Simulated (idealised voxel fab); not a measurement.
process module | voxel transistor to metal
cross-section cut | 300 nm wide | cells 5 nm
A cross-section is a grid of square cells, given in bands from the top down. A band is one or more rows of cells.
Each band's line starts with the height of the band's top and of its bottom, in nm. Then come its materials from left to right, each with its width in nm. One material with "throughout" fills the band from edge to edge. "air" is empty space.
Height 0 is the level under which the wafer as received is all one material. The lowest band goes on downwards, as in "0 down".
A width such as "30 to 40" changes by the same amount from each row of cells to the next, from the band's top row to its bottom row.
"no change" after a step means that no cell of the cross-section changed.
closed voids: empty space of 8 cells or more with no open way to the top, each as width x height at its distance from the left edge, in nm
after a step's settings: what the simulator itself notes on the step
overlay nm, on a step with a mask: how far to the right of its planned place the mask lay; to the left if negative
plan
1 op RECEIVE | material Si
2 op OXIDIZE | depth nm 5
3 op CONFORMAL_DEP | material SiN | thk nm 10
4 op PATTERN | tone cover | mask id ACTIVE | material resist | width nm 110 | pitch nm 140 | thk nm 20 | overlay nm 0
5 op DIRECTIONAL_ETCH | etch materials SiN | depth nm 10
6 op DIRECTIONAL_ETCH | etch materials SiO2 | depth nm 5
7 op DIRECTIONAL_ETCH | etch materials Si | depth nm 20
8 op STRIP | etch materials resist
9 op FILL_DEP | material SiO2 | thk nm 10
10 op CMP | height nm 10
11 op SELECTIVE_ETCH | etch materials SiO2 | depth nm 5
12 op STRIP | etch materials SiN
13 op SELECTIVE_ETCH | etch materials SiO2 | depth nm 5
14 op OXIDIZE | depth nm 5
15 op DIRECTIONAL_DEP | material polySi | thk nm 25
16 op DIRECTIONAL_DEP | material SiCN | thk nm 10
17 op MASKED_ETCH | tone cover | mask id GATE | width nm 20 | pitch nm 140 | etch materials SiCN | depth nm 20 | overlay nm 0
18 op MASKED_ETCH | tone cover | mask id GATE | width nm 15 | pitch nm 140 | etch materials polySi | depth nm 35 | overlay nm 0
19 op CONFORMAL_DEP | material SiN | thk nm 5
20 op DIRECTIONAL_ETCH | etch materials SiN | depth nm 5
21 op DIRECTIONAL_ETCH | etch materials SiO2 | depth nm 5
22 op DIRECTIONAL_ETCH | etch materials Si | depth nm 15
23 op EPI | material SiGe | thk nm 15
24 op FILL_DEP | material SiO2 | thk nm 5
25 op CMP | height nm 30
26 op DIRECTIONAL_DEP | material SiO2 | thk nm 15
27 op MASKED_ETCH | tone open | mask id CONTACT | width nm 35 | etch materials SiO2 | depth nm 55 | overlay nm 0
28 op CONFORMAL_DEP | material TiN | thk nm 5
29 op FILL_DEP | material W | thk nm 5
30 op CMP | height nm 45
31 op CONFORMAL_DEP | material SiN | thk nm 5
32 op DIRECTIONAL_DEP | material lowk | thk nm 25
33 op MASKED_ETCH | tone open | mask id METAL_1 | width nm 20 | etch materials lowk | depth nm 25 | overlay nm 0
34 op MASKED_ETCH | tone open | mask id METAL_1 | width nm 20 | etch materials SiN | depth nm 5 | overlay nm 0
35 op CONFORMAL_DEP | material TiN | thk nm 5
36 op FILL_DEP | material Ru | thk nm 5
37 op CMP | height nm 75
38 op EPI | material Ru | thk nm 5
39 op FILL_DEP | material SiCN | thk nm 5
40 op DIRECTIONAL_DEP | material SiO2 | thk nm 35
41 op DIRECTIONAL_DEP | material aC | thk nm 10
42 op PATTERN | tone open | mask id METAL_2 | material resist | width nm 20 | pitch nm 140 | thk nm 30 | overlay nm 0
43 op DIRECTIONAL_ETCH | etch materials aC | depth nm 10
44 op STRIP | etch materials resist
45 op DIRECTIONAL_ETCH | etch materials SiO2 | depth nm 20
46 op STRIP | etch materials aC
47 op PATTERN | tone open | mask id METAL_2_HOLES | material resist | width nm 15 | pitch nm 140 | thk nm 20 | overlay nm 0
48 op DIRECTIONAL_ETCH | etch materials SiO2 | depth nm 15
49 op DIRECTIONAL_ETCH | etch materials SiCN | depth nm 5
50 op STRIP | etch materials resist
51 op CONFORMAL_DEP | material TiN | thk nm 5
52 op FILL_DEP | material Ru | thk nm 5
53 op CMP | height nm 120
54 op CONFORMAL_DEP | material SiCN | thk nm 5
varied across the wafers: width nm of step 18. The plan shows the first wafer's value. All wafers start alike
first wafer as received, after step 1
  0 down: Si throughout
  closed voids: none
each wafer at the end: cells of each material gained (+) or lost (-) since it was received, then its closed voids
width nm 15 | +84 Ru | -264 Si | +166 SiCN | +132 SiGe | +76 SiN | +682 SiO2 | +200 TiN | +164 W | +220 lowk | +40 polySi | closed voids: none
width nm 20 | +84 Ru | -264 Si | +166 SiCN | +132 SiGe | +76 SiN | +682 SiO2 | +200 TiN | +164 W | +220 lowk | +40 polySi | closed voids: none
width nm 25 | +84 Ru | -258 Si | +166 SiCN | +126 SiGe | +76 SiN | +684 SiO2 | +200 TiN | +152 W | +220 lowk | +50 polySi | closed voids: none
width nm 30 | +84 Ru | -252 Si | +166 SiCN | +120 SiGe | +76 SiN | +686 SiO2 | +200 TiN | +140 W | +220 lowk | +60 polySi | closed voids: none
